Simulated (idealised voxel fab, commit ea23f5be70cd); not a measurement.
A process module follows: voxel capacitor over wiring.
Cross-sectional view cut (width: 155 nm; square cell size: 5 nm).
Bands, listed from the top down, are how a cross-section gets written in this document; the cross-section itself is a grid of square cells, and a band is one or more rows of them.
It is stipulated that each band's entry specify, in nanometres, the height of the top of the band and then that of its bottom, followed by the materials of the band in left-to-right sequence, each together with its width in nanometres. A single material marked by the word "edge to edge" is understood to fill the band from edge to edge; the word "air" is understood to denote empty space.
Zero point of the height axis is 0; under it, received wafer = one material. Lowest band: continues down indefinitely, "0 and below".
Graded width ("30->40"): value in top row of band = first number; value in bottom row = second number; row-to-row change constant.
Key: "everything unchanged" - step with no changed cell in the cross-section.
If an empty space has no open way to the top and is at least 8 cells in size, "Enclosed internal voids" lists it, written width x height at distance, where distance is measured from the left edge and every value is in nm.
Read whatever lies past the settings on a step's line as the simulator's own remark about the step.
Regarding "overlay nm": on a step with a mask, it is the distance the mask lay to the right of its planned place; a negative value places it to the left.

Plan:
- 1: RECEIVE, material Si
- 2: CONFORMAL_DEP, material SiO2, thk nm 15
- 3: DIRECTIONAL_DEP, material TiN, thk nm 5
- 4: DIRECTIONAL_DEP, material Ru, thk nm 15
- 5: DIRECTIONAL_DEP, material aC, thk nm 15
- 6: PATTERN, tone cover, mask id METAL_1, material resist, width nm 25, pitch nm 95, thk nm 35, overlay nm 0
- 7: DIRECTIONAL_ETCH, etch materials aC, depth nm 15
- 8: STRIP, etch materials resist
- 9: DIRECTIONAL_ETCH, etch materials Ru, depth nm 15
- 10: DIRECTIONAL_ETCH, etch materials TiN, depth nm 5
- 11: STRIP, etch materials aC
- 12: CONFORMAL_DEP, material SiCN, thk nm 5
- 13: FILL_DEP, material lowk, thk nm 10
- 14: CMP, height nm 35
- 15: CONFORMAL_DEP, material SiCN, thk nm 5
- 16: DIRECTIONAL_DEP, material SiO2, thk nm 20
- 17: DIRECTIONAL_DEP, material aC, thk nm 10
- 18: PATTERN, tone open, mask id PLUG_1, material resist, width nm 15, thk nm 25, overlay nm 0
- 19: DIRECTIONAL_ETCH, etch materials aC, depth nm 10
- 20: STRIP, etch materials resist
- 21: DIRECTIONAL_ETCH, etch materials SiO2, depth nm 20
- 22: DIRECTIONAL_ETCH, etch materials SiCN, depth nm 5
- 23: STRIP, etch materials aC
- 24: EPI, material Ru, thk nm 10
- 25: EPI, material Ru, thk nm 10
- 26: EPI, material Ru, thk nm 5
- 27: DIRECTIONAL_DEP, material TiN, thk nm 10
- 28: DIRECTIONAL_DEP, material Al2O3, thk nm 5
- 29: DIRECTIONAL_DEP, material TiN, thk nm 10
- 30: PATTERN, tone cover, mask id UPPER_PLATE, material resist, width nm 75, thk nm 15, overlay nm 0
- 31: DIRECTIONAL_ETCH, etch materials TiN, depth nm 10
- 32: DIRECTIONAL_ETCH, etch materials Al2O3, depth nm 5
- 33: STRIP, etch materials resist
- 34: DIRECTIONAL_DEP, material aC, thk nm 10
- 35: PATTERN, tone cover, mask id LOWER_PLATE, material resist, width nm 85, thk nm 30, overlay nm 0
- 36: DIRECTIONAL_ETCH, etch materials aC, depth nm 10
- 37: STRIP, etch materials resist
- 38: DIRECTIONAL_ETCH, etch materials TiN, depth nm 10
- 39: STRIP, etch materials aC
- 40: FILL_DEP, material SiO2, thk nm 15
- 41: CMP, height nm 95
- 42: MASKED_ETCH, tone open, mask id PLUG_2, width nm 15, etch materials SiO2, depth nm 10, overlay nm 0
- 43: CONFORMAL_DEP, material TiN, thk nm 5
- 44: FILL_DEP, material W, thk nm 5
- 45: CMP, height nm 95
- 46: CONFORMAL_DEP, material SiCN, thk nm 5

As-received state of the wafer in cross-section, equivalent to post-step 1:
* 0 and below | Si edge to edge
* Enclosed internal voids: none

Run as planned - first of the two wafers cross-sectioned at the end of the module:
* 100 down to 95 | SiCN edge to edge
* 95 down to 90 | 35 of SiO2, 5 of TiN, 5 of W, 5 of TiN, 105 of SiO2
* 90 down to 85 | 35 of SiO2, 15 of TiN, 105 of SiO2
* 85 down to 75 | 25 of SiO2, 75 of TiN, 55 of SiO2
* 75 down to 70 | 25 of SiO2, 75 of Al2O3, 55 of SiO2
* 70 down to 60 | 20 of SiO2, 85 of TiN, 50 of SiO2
* 60 down to 40 | 25 of SiO2, 15 of Ru, 115 of SiO2
* 40 down to 35 | 25 of SiCN, 15 of Ru, 115 of SiCN
* 35 down to 20 | 10 of lowk, 5 of SiCN, 25 of Ru, 5 of SiCN, 60 of lowk, 5 of SiCN, 25 of Ru, 5 of SiCN, 15 of lowk
* 20 down to 15 | 15 of SiCN, 25 of TiN, 70 of SiCN, 25 of TiN, 20 of SiCN
* 15 down to 0 | SiO2 edge to edge
* 0 and below | Si edge to edge
* Enclosed internal voids: none

Wafer two cross-section, module end. Start and plan unchanged from wafer one; one mistake made during the run:
* 100 down to 95 | SiCN edge to edge
* 95 down to 90 | 35 of SiO2, 5 of TiN, 5 of W, 5 of TiN, 105 of SiO2
* 90 down to 85 | 35 of SiO2, 15 of TiN, 105 of SiO2
* 85 down to 75 | 20 of SiO2, 70 of TiN, 65 of SiO2
* 75 down to 70 | 15 of SiO2, 75 of Al2O3, 65 of SiO2
* 70 down to 60 | 15 of SiO2, 90 of TiN, 50 of SiO2
* 60 down to 40 | 25 of SiO2, 15 of Ru, 115 of SiO2
* 40 down to 35 | 25 of SiCN, 15 of Ru, 115 of SiCN
* 35 down to 20 | 10 of lowk, 5 of SiCN, 25 of Ru, 5 of SiCN, 60 of lowk, 5 of SiCN, 25 of Ru, 5 of SiCN, 15 of lowk
* 20 down to 15 | 15 of SiCN, 25 of TiN, 70 of SiCN, 25 of TiN, 20 of SiCN
* 15 down to 0 | SiO2 edge to edge
* 0 and below | Si edge to edge
* Enclosed internal voids: none
Misprocessing identified: note that step 30 departed from the planned setting and was carried out as PATTERN, tone cover, mask id UPPER_PLATE, material resist, width nm 75, thk nm 15, overlay nm -10
Cell counts per material: same on both final wafers. Positions: different.
